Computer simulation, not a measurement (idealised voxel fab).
process module | voxel ribs on slabs
Shown is cross-section cut, with a width of 290 nm and square cells of size 5 nm.
The cross-sections in this document take the form of a grid made of square cells. They are written out as bands, in order from top to bottom. Each band consists of one or more rows of cells. In this notation a band is specified by the heights of its top and bottom, in that order and in nm, after which its materials appear from left to right, each paired with its width in nm. The word "everywhere" attached to a single material means that material fills the band from edge to edge; the word "air" stands for empty space. Where do heights start? At 0: under that level the wafer as delivered is made of one material only. And the lowest band has no floor; it just carries on downward, as in "0 -> down". Think of "30 to 40" as a width that walks from the first number to the second as you go down the band, top row to bottom row, taking equal-sized steps from row to row. "changes: none", as given for a step, is the statement that not any cell of the cross-section underwent a change during that step. Enclosed voids (no open way to top), threshold 8 cells or more, entry "Entrapped void list", notation width x height at distance, distance from left edge, nm. Whatever follows a step's settings on its line is a remark the simulator itself makes about that step. overlay nm: right-of-plan distance of the mask on a masked step; negative values mean left-of-plan.

**This section lists the process steps that were planned**
step 1: RECEIVE [material Si]
step 2: DIRECTIONAL_DEP [material SiO2] [thk nm 25]
step 3: DIRECTIONAL_DEP [material SiN] [thk nm 20]
step 4: PATTERN [tone cover] [mask id RIB] [material resist] [width nm 30] [thk nm 15] [overlay nm 0]
step 5: DIRECTIONAL_ETCH [etch materials SiN] [depth nm 10]
step 6: STRIP [etch materials resist]
step 7: DIRECTIONAL_DEP [material aC] [thk nm 15]
step 8: PATTERN [tone cover] [mask id SLAB] [material resist] [width nm 60] [thk nm 30] [overlay nm 0]
step 9: DIRECTIONAL_ETCH [etch materials aC] [depth nm 15]
step 10: STRIP [etch materials resist]
step 11: DIRECTIONAL_ETCH [etch materials SiN] [depth nm 10]
step 12: STRIP [etch materials aC]
step 13: FILL_DEP [material SiO2] [thk nm 25]
step 14: CMP [height nm 65]
step 15: DIRECTIONAL_DEP [material TiN] [thk nm 5]
step 16: PATTERN [tone cover] [mask id HEATER] [material resist] [width nm 40] [thk nm 15] [overlay nm 0]
step 17: DIRECTIONAL_ETCH [etch materials TiN] [depth nm 5]
step 18: STRIP [etch materials resist]
step 19: CONFORMAL_DEP [material SiO2] [thk nm 5]

**as received, after step 1**
	0 -> down | Si everywhere
	Entrapped void list: none

**Cross-section, first of two wafers, end of module, run as planned**
	75 -> 70 | air 120, SiO2 50, air 120
	70 -> 65 | SiO2 125, TiN 40, SiO2 125
	65 -> 45 | SiO2 everywhere
	45 -> 35 | SiO2 130, SiN 30, SiO2 130
	35 -> 25 | SiO2 115, SiN 60, SiO2 115
	25 -> 0 | SiO2 everywhere
	0 -> down | Si everywhere
	Entrapped void list: none

**Second wafer of the two, sectioned at the end of the module. It began like the first and followed the same plan, but one mistake was made while running it**
	75 -> 70 | SiO2 130, air 30, SiO2 130
	70 -> 65 | TiN 125, SiO2 40, TiN 125
	65 -> 45 | SiO2 everywhere
	45 -> 35 | SiO2 130, SiN 30, SiO2 130
	35 -> 25 | SiO2 115, SiN 60, SiO2 115
	25 -> 0 | SiO2 everywhere
	0 -> down | Si everywhere
	Entrapped void list: none
Diagnosis: step 16 did not happen as planned, as run it was PATTERN [tone open] [mask id HEATER] [material resist] [width nm 40] [thk nm 15] [overlay nm 0]
In the final state, the cell counts of the second wafer exceed or fall short of those of the first for the following materials: TiN: 42 more
